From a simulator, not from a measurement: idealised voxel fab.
process module | voxel fin reveal
cross-section cut | 145 nm wide | cells 5 nm
A cross-section is a grid of square cells, given in bands from the top down. A band is one or more rows of cells.
Each band's line starts with the height of the band's top and of its bottom, in nm. Then come its materials from left to right, each with its width in nm. One material with "throughout" fills the band from edge to edge. "air" is empty space.
Height 0 is the level under which the wafer as received is all one material. The lowest band goes on downwards, as in "0 down".
A width such as "30 to 40" changes by the same amount from each row of cells to the next, from the band's top row to its bottom row.
"no change" after a step means that no cell of the cross-section changed.
closed voids: empty space of 8 cells or more with no open way to the top, each as width x height at its distance from the left edge, in nm
after a step's settings: what the simulator itself notes on the step
overlay nm, on a step with a mask: how far to the right of its planned place the mask lay; to the left if negative
plan
1 op RECEIVE | material Si
2 op CONFORMAL_DEP | material SiN | thk nm 10
3 op PATTERN | tone cover | mask id FINS | material resist | width nm 15 | pitch nm 40 | thk nm 20 | overlay nm 0
4 op DIRECTIONAL_ETCH | etch materials SiN | depth nm 10
5 op DIRECTIONAL_ETCH | etch materials Si | depth nm 35
6 op STRIP | etch materials resist
7 op FILL_DEP | material SiO2 | thk nm 5
8 op CMP | height nm 10
9 op SELECTIVE_ETCH | etch materials SiO2 | depth nm 20
10 op STRIP | etch materials SiN
11 op CONFORMAL_DEP | material HfO2 | thk nm 5
first wafer, as planned
as received, after step 1
  0 down: Si throughout
  closed voids: none
after step 2
  10 to 0: SiN throughout
  below 0: unchanged
after step 3
  30 to 10: air 45 | resist 15 | air 25 | resist 15 | air 45
  below 10: unchanged
after step 4
  30 to 10: air 45 | resist 15 | air 25 | resist 15 | air 45
  10 to 0: air 45 | SiN 15 | air 25 | SiN 15 | air 45
  below 0: unchanged
after step 5
  30 to 10: air 45 | resist 15 | air 25 | resist 15 | air 45
  10 to 0: air 45 | SiN 15 | air 25 | SiN 15 | air 45
  0 to -35: air 45 | Si 15 | air 25 | Si 15 | air 45
  below -35: unchanged
after step 6
  10 to 0: air 45 | SiN 15 | air 25 | SiN 15 | air 45
  below 0: unchanged
after step 7
  15 to 10: SiO2 throughout
  10 to 0: SiO2 45 | SiN 15 | SiO2 25 | SiN 15 | SiO2 45
  0 to -35: SiO2 45 | Si 15 | SiO2 25 | Si 15 | SiO2 45
  below -35: unchanged
after step 8
  10 to 0: SiO2 45 | SiN 15 | SiO2 25 | SiN 15 | SiO2 45
  below 0: unchanged
after step 9
  10 to 0: air 45 | SiN 15 | air 25 | SiN 15 | air 45
  0 to -10: air 45 | Si 15 | air 25 | Si 15 | air 45
  below -10: unchanged
after step 10
  0 to -10: air 45 | Si 15 | air 25 | Si 15 | air 45
  below -10: unchanged
after step 11
  5 to 0: air 40 | HfO2 25 | air 15 | HfO2 25 | air 40
  0 to -5: air 40 | HfO2 5 | Si 15 | HfO2 5 | air 15 | HfO2 5 | Si 15 | HfO2 5 | air 40
  -5 to -10: HfO2 45 | Si 15 | HfO2 25 | Si 15 | HfO2 45
  below -10: unchanged
second wafer: like start, like plan, one mistake. Through step 10 it matches the first wafer
when step 11 should have ended
  5 to 0: air 40 | SiN 25 | air 15 | SiN 25 | air 40
  0 to -5: air 40 | SiN 5 | Si 15 | SiN 5 | air 15 | SiN 5 | Si 15 | SiN 5 | air 40
  -5 to -10: SiN 45 | Si 15 | SiN 25 | Si 15 | SiN 45
  below -10: unchanged
what went wrong: step 11 ran as: op CONFORMAL_DEP | material SiN | thk nm 5
at the end the second wafer has, in cells: 37 fewer of HfO2 | 37 more of SiN
